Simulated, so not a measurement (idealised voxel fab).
The following is a process module called voxel wiring stack.
Square cell edge 5 nm, section width 275 nm, ID cut.
Cross-section = grid of square cells, listed top down in bands; band = one or more rows.
Top, bottom (nm), then materials left to right with widths (nm); lone material tagged "all across" fills the whole band edge to edge; "blank" = empty space.
Heights are reckoned from 0. Under this level, the received wafer is all of one material. The bottommost band is open-ended downward, for example "z 0 and below".
Read "30 to 40" as a graded width: first number on top, second number at the bottom, same change between each pair of neighbouring rows.
When a step is marked "no modification", none of the cells in the cross-section changed during that step.
Closed-off voids of 8+ cells (no open route to the top) go in "Closed void listing", written width x height at distance from the left edge, in nm.
Step line, after settings: the simulator's comment on this step.
The setting "overlay nm" may be written on the line of a step. When the step uses a mask, the value reports how far to the right of the planned place the mask lay, and a negative value reports that it lay to the left.
[Steps planned for the process]
1,RECEIVE with material Si
2,CONFORMAL_DEP with material SiO2, thk nm 10
3,DIRECTIONAL_DEP with material TiN, thk nm 5
4,DIRECTIONAL_DEP with material W, thk nm 15
5,DIRECTIONAL_DEP with material aC, thk nm 15
6,PATTERN with tone cover, mask id METAL_1, material resist, width nm 30, pitch nm 55, thk nm 30, overlay nm 0
7,DIRECTIONAL_ETCH with etch materials aC, depth nm 15
8,STRIP with etch materials resist
9,DIRECTIONAL_ETCH with etch materials W, depth nm 15
10,DIRECTIONAL_ETCH with etch materials TiN, depth nm 5
11,STRIP with etch materials aC
12,CONFORMAL_DEP with material SiCN, thk nm 5
13,FILL_DEP with material SiO2, thk nm 10
14,CMP with height nm 30
15,CONFORMAL_DEP with material SiCN, thk nm 5
16,DIRECTIONAL_DEP with material SiO2, thk nm 20
17,PATTERN with tone open, mask id PLUG_1, material resist, width nm 15, pitch nm 55, thk nm 20, overlay nm 0
18,DIRECTIONAL_ETCH with etch materials SiO2, depth nm 20
19,DIRECTIONAL_ETCH with etch materials SiCN, depth nm 5
20,STRIP with etch materials resist
21,EPI with material Ru, thk nm 10
22,EPI with material Ru, thk nm 10
23,EPI with material Ru, thk nm 5
24,DIRECTIONAL_DEP with material TiN, thk nm 5
25,DIRECTIONAL_DEP with material Ru, thk nm 25
26,DIRECTIONAL_DEP with material aC, thk nm 15
27,PATTERN with tone cover, mask id METAL_2, material resist, width nm 30, pitch nm 55, thk nm 35, overlay nm 0
28,DIRECTIONAL_ETCH with etch materials aC, depth nm 15
29,STRIP with etch materials resist
30,DIRECTIONAL_ETCH with etch materials Ru, depth nm 25
31,DIRECTIONAL_ETCH with etch materials TiN, depth nm 5
32,STRIP with etch materials aC
33,FILL_DEP with material lowk, thk nm 5
34,CMP with height nm 85
35,CONFORMAL_DEP with material SiCN, thk nm 5
36,DIRECTIONAL_DEP with material lowk, thk nm 20
37,PATTERN with tone open, mask id PLUG_2, material resist, width nm 15, pitch nm 110, thk nm 20, overlay nm 0
38,DIRECTIONAL_ETCH with etch materials lowk, depth nm 20
39,DIRECTIONAL_ETCH with etch materials SiCN, depth nm 5
40,STRIP with etch materials resist
41,CONFORMAL_DEP with material TiN, thk nm 5
42,FILL_DEP with material Ru, thk nm 10
43,CMP with height nm 110
44,DIRECTIONAL_DEP with material TiN, thk nm 5
45,DIRECTIONAL_DEP with material Ru, thk nm 15
46,PATTERN with tone cover, mask id METAL_3, material resist, width nm 30, pitch nm 55, thk nm 20, overlay nm 0
47,DIRECTIONAL_ETCH with etch materials Ru, depth nm 15
48,DIRECTIONAL_ETCH with etch materials TiN, depth nm 5
49,STRIP with etch materials resist
50,CONFORMAL_DEP with material SiN, thk nm 5
51,FILL_DEP with material lowk, thk nm 10
52,CMP with height nm 130
53,CONFORMAL_DEP with material SiCN, thk nm 5
54,DIRECTIONAL_DEP with material SiO2, thk nm 30
55,MASKED_ETCH with tone open, mask id METAL_4, width nm 30, pitch nm 55, etch materials SiO2, depth nm 20, overlay nm 0
56,MASKED_ETCH with tone open, mask id METAL_4_HOLES, width nm 15, pitch nm 55, etch materials SiO2, depth nm 10, overlay nm 0
57,MASKED_ETCH with tone open, mask id METAL_4_HOLES, width nm 15, pitch nm 55, etch materials SiCN, depth nm 5, overlay nm 0
58,CONFORMAL_DEP with material TiN, thk nm 5
59,FILL_DEP with material Cu, thk nm 5
60,CMP with height nm 165
61,CONFORMAL_DEP with material SiCN, thk nm 5
It is noted that the wafers described herein are identical at the outset and are distinguished by the thk nm of step 35; the value stated in the plan corresponds to the first wafer.
[After step 1, as received: first of several wafers, cross-section]
    z 0 and below  Si all across
    Closed void listing: none
[Where each wafer stands at the end of the module, a row apiece: cells of each material gained (+) or lost (-) since it was received, then closed voids]
thk nm 5, +45 Cu, +197 Ru, +251 SiCN, +55 SiN, +627 SiO2, +130 TiN, +54 W, +511 lowk, Closed void listing: none
thk nm 10, +45 Cu, +195 Ru, +306 SiCN, +55 SiN, +627 SiO2, +126 TiN, +54 W, +462 lowk, Closed void listing: none
thk nm 15, +45 Cu, +193 Ru, +361 SiCN, +55 SiN, +627 SiO2, +122 TiN, +54 W, +413 lowk, Closed void listing: none
thk nm 20, +45 Cu, +191 Ru, +416 SiCN, +55 SiN, +627 SiO2, +118 TiN, +54 W, +364 lowk, Closed void listing: none
